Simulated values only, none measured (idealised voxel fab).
Process module heading - voxel self aligned vias
The cross-section on display is named cut; it measures 265 nm wide, and its cells are 5 nm squares.
Cross-section format: a grid of square cells, given as bands from top to bottom; each band is one or more rows of cells. For a band, the entry starts with two heights in nm, that of the top and then that of the bottom, and carries on with the band's materials in order from left to right, each alongside its width in nm; the word "edge to edge" beside a single material means it fills the band edge to edge, and "air" means empty space. Where do heights start? At 0: under that level the wafer as delivered is made of one material only. And the lowest band has no floor; it just carries on downward, as in "0 and below". When a width is written as two numbers, as in "30 to 40", the first number is the width in the top row of cells of the band and the second is the width in its bottom row, and the width changes by the same amount from each row to the next. For the purposes of this document, the phrase "remained unchanged" attached to a step denotes that no cell within the cross-section was modified by that step. Closed-off voids of 8+ cells (no open route to the top) go in "Trapped void list", written width x height at distance from the left edge, in nm. Whatever follows a step's settings on its line is a remark the simulator itself makes about that step. The "overlay nm" setting may appear on a step's line; for a step that uses a mask, it gives how far to the right of its planned position the mask lay, and a negative value indicates the left. What follows is a series of pairs. Each pair shows a cross-section before one process step and the cross-section after it, and the after view is drawn only down to the lowest band that changed. Beneath each pair is the step that lies between the two, with its settings. Pairs may come from different runs of this module on the same starting wafer, so a pair continues from the one above it only where its entry headed "before" says so.
-- before
- 55 down to 50 = TiN edge to edge
- 50 down to 15 = SiCN edge to edge
- 15 down to 0 = SiO2 edge to edge
- 0 and below = Si edge to edge
- Trapped void list: none
-- Post-Step Section View
- 65 down to 55 = Ru edge to edge
- below 55: unchanged
- Trapped void list: none
Between before and after, shown above: op FILL_DEP | material Ru | thk nm 10
before: no separate figure, the pair right above already shows it after its step.
-- Post-Step Section View
- 50 down to 15 = SiCN edge to edge
- below 15: unchanged
- Trapped void list: none
Between before and after, shown above: op CMP | height nm 50
before: no separate figure, the pair right above already shows it after its step.
-- Post-Step Section View
- 60 down to 50 = SiN edge to edge
- below 50: unchanged
- Trapped void list: none
Between before and after, shown above: op FILL_DEP | material SiN | thk nm 10
before: no separate figure, the pair right above already shows it after its step.
-- Post-Step Section View
- 50 down to 15 = SiCN edge to edge
- below 15: unchanged
- Trapped void list: none
Between before and after, shown above: op CMP | height nm 50
before: no separate figure, the pair right above already shows it after its step.
-- Post-Step Section View
- 70 down to 50 = lowk edge to edge
- below 50: unchanged
- Trapped void list: none
Between before and after, shown above: op DIRECTIONAL_DEP | material lowk | thk nm 20
before: no separate figure, the pair right above already shows it after its step.
-- Post-Step Section View
- 90 down to 70 = resist (70), air (45), resist (150)
- below 70: unchanged
- Trapped void list: none
Between before and after, shown above: op PATTERN | tone open | mask id VIAS | material resist | width nm 45 | thk nm 20 | overlay nm 0
before: no separate figure, the pair right above already shows it after its step.
-- Post-Step Section View
- 90 down to 70 = resist (70), air (45), resist (150)
- 70 down to 50 = lowk (70), air (45), lowk (150)
- below 50: unchanged
- Trapped void list: none
Between before and after, shown above: op DIRECTIONAL_ETCH | etch materials lowk | depth nm 20
before: no separate figure, the pair right above already shows it after its step.
-- Post-Step Section View
- 70 down to 50 = lowk (70), air (45), lowk (150)
- below 50: unchanged
- Trapped void list: none
Between before and after, shown above: op STRIP | etch materials resist
before: no separate figure, the pair right above already shows it after its step.
-- Post-Step Section View
- 75 down to 70 = TiN (75), air (35), TiN (155)
- 70 down to 55 = lowk (70), TiN (5), air (35), TiN (5), lowk (150)
- 55 down to 50 = lowk (70), TiN (45), lowk (150)
- below 50: unchanged
- Trapped void list: none
Between before and after, shown above: op CONFORMAL_DEP | material TiN | thk nm 5
before: no separate figure, the pair right above already shows it after its step.
-- Post-Step Section View
- 85 down to 75 = W edge to edge
- 75 down to 70 = TiN (75), W (35), TiN (155)
- 70 down to 55 = lowk (70), TiN (5), W (35), TiN (5), lowk (150)
- below 55: unchanged
- Trapped void list: none
Between before and after, shown above: op FILL_DEP | material W | thk nm 10
before: no separate figure, the pair right above already shows it after its step.
-- Post-Step Section View
- 70 down to 55 = lowk (70), TiN (5), W (35), TiN (5), lowk (150)
- below 55: unchanged
- Trapped void list: none
Between before and after, shown above: op CMP | height nm 70
before: no separate figure, the pair right above already shows it after its step.
-- Post-Step Section View
- 75 down to 70 = SiN edge to edge
- below 70: unchanged
- Trapped void list: none
Between before and after, shown above: op CONFORMAL_DEP | material SiN | thk nm 5
-- before
- 50 down to 20 = lowk edge to edge
- 20 down to 15 = SiCN edge to edge
- 15 down to 0 = SiO2 edge to edge
- 0 and below = Si edge to edge
- Trapped void list: none
-- Post-Step Section View
- 50 down to 20 = air (80), lowk (25), air (50), lowk (25), air (85)
- below 20: unchanged
- Trapped void list: none
Between before and after, shown above: op MASKED_ETCH | tone cover | mask id LINES | width nm 25 | pitch nm 75 | etch materials lowk | depth nm 30 | overlay nm 0
before: no separate figure, the pair right above already shows it after its step.
-- Post-Step Section View
- 55 down to 50 = air (75), TiN (35), air (40), TiN (35), air (80)
- 50 down to 25 = air (75), TiN (5), lowk (25), TiN (5), air (40), TiN (5), lowk (25), TiN (5), air (80)
- 25 down to 20 = TiN (80), lowk (25), TiN (50), lowk (25), TiN (85)
- below 20: unchanged
- Trapped void list: none
Between before and after, shown above: op CONFORMAL_DEP | material TiN | thk nm 5
before: no separate figure, the pair right above already shows it after its step.
-- Post-Step Section View
- 65 down to 55 = Ru edge to edge
- 55 down to 50 = Ru (75), TiN (35), Ru (40), TiN (35), Ru (80)
- 50 down to 25 = Ru (75), TiN (5), lowk (25), TiN (5), Ru (40), TiN (5), lowk (25), TiN (5), Ru (80)
- below 25: unchanged
- Trapped void list: none
Between before and after, shown above: op FILL_DEP | material Ru | thk nm 10
before: no separate figure, the pair right above already shows it after its step.
-- Post-Step Section View
- 50 down to 25 = Ru (75), TiN (5), lowk (25), TiN (5), Ru (40), TiN (5), lowk (25), TiN (5), Ru (80)
- below 25: unchanged
- Trapped void list: none
Between before and after, shown above: op CMP | height nm 50
before: no separate figure, the pair right above already shows it after its step.
-- Post-Step Section View
- 50 down to 45 = air (80), lowk (25), air (50), lowk (25), air (85)
- below 45: unchanged
- Trapped void list: none
Between before and after, shown above: op SELECTIVE_ETCH | etch materials W Ru TiN | depth nm 5
before: no separate figure, the pair right above already shows it after its step.
-- Post-Step Section View
- 60 down to 50 = SiN edge to edge
- 50 down to 45 = SiN (80), lowk (25), SiN (50), lowk (25), SiN (85)
- below 45: unchanged
- Trapped void list: none
Between before and after, shown above: op FILL_DEP | material SiN | thk nm 10
before: no separate figure, the pair right above already shows it after its step.
-- Post-Step Section View
- 50 down to 45 = SiN (80), lowk (25), SiN (50), lowk (25), SiN (85)
- below 45: unchanged
- Trapped void list: none
Between before and after, shown above: op CMP | height nm 50
before: no separate figure, the pair right above already shows it after its step.
-- Post-Step Section View
- 70 down to 50 = lowk edge to edge
- below 50: unchanged
- Trapped void list: none
Between before and after, shown above: op DIRECTIONAL_DEP | material lowk | thk nm 20
before: no separate figure, the pair right above already shows it after its step.
-- Post-Step Section View
- 90 down to 70 = resist (70), air (45), resist (150)
- below 70: unchanged
- Trapped void list: none
Between before and after, shown above: op PATTERN | tone open | mask id VIAS | material resist | width nm 45 | thk nm 20 | overlay nm 0
before: no separate figure, the pair right above already shows it after its step.
-- Post-Step Section View
- 90 down to 70 = resist (70), air (45), resist (150)
- 70 down to 50 = lowk (70), air (45), lowk (150)
- below 50: unchanged
- Trapped void list: none
Between before and after, shown above: op DIRECTIONAL_ETCH | etch materials lowk | depth nm 20
before: no separate figure, the pair right above already shows it after its step.
-- Post-Step Section View
- 90 down to 70 = resist (70), air (45), resist (150)
- 70 down to 50 = lowk (70), air (45), lowk (150)
- 50 down to 45 = SiN (70), air (10), lowk (25), air (10), SiN (40), lowk (25), SiN (85)
- below 45: unchanged
- Trapped void list: none
Between before and after, shown above: op DIRECTIONAL_ETCH | etch materials SiN | depth nm 5
before: no separate figure, the pair right above already shows it after its step.
-- Post-Step Section View
- 70 down to 50 = lowk (70), air (45), lowk (150)
- below 50: unchanged
- Trapped void list: none
Between before and after, shown above: op STRIP | etch materials resist
before: no separate figure, the pair right above already shows it after its step.
-- Post-Step Section View
- 75 down to 70 = TiN (75), air (35), TiN (155)
- 70 down to 55 = lowk (70), TiN (5), air (35), TiN (5), lowk (150)
- 55 down to 50 = lowk (70), TiN (45), lowk (150)
- 50 down to 45 = SiN (70), TiN (10), lowk (25), TiN (10), SiN (40), lowk (25), SiN (85)
- below 45: unchanged
- Trapped void list: none
Between before and after, shown above: op CONFORMAL_DEP | material TiN | thk nm 5
before: no separate figure, the pair right above already shows it after its step.
-- Post-Step Section View
- 85 down to 75 = W edge to edge
- 75 down to 70 = TiN (75), W (35), TiN (155)
- 70 down to 55 = lowk (70), TiN (5), W (35), TiN (5), lowk (150)
- below 55: unchanged
- Trapped void list: none
Between before and after, shown above: op FILL_DEP | material W | thk nm 10
before: no separate figure, the pair right above already shows it after its step.
-- Post-Step Section View
- 70 down to 55 = lowk (70), TiN (5), W (35), TiN (5), lowk (150)
- below 55: unchanged
- Trapped void list: none
Between before and after, shown above: op CMP | height nm 70
before: no separate figure, the pair right above already shows it after its step.
-- Post-Step Section View
- 75 down to 70 = SiN edge to edge
- below 70: unchanged
- Trapped void list: none
Between before and after, shown above: op CONFORMAL_DEP | material SiN | thk nm 5
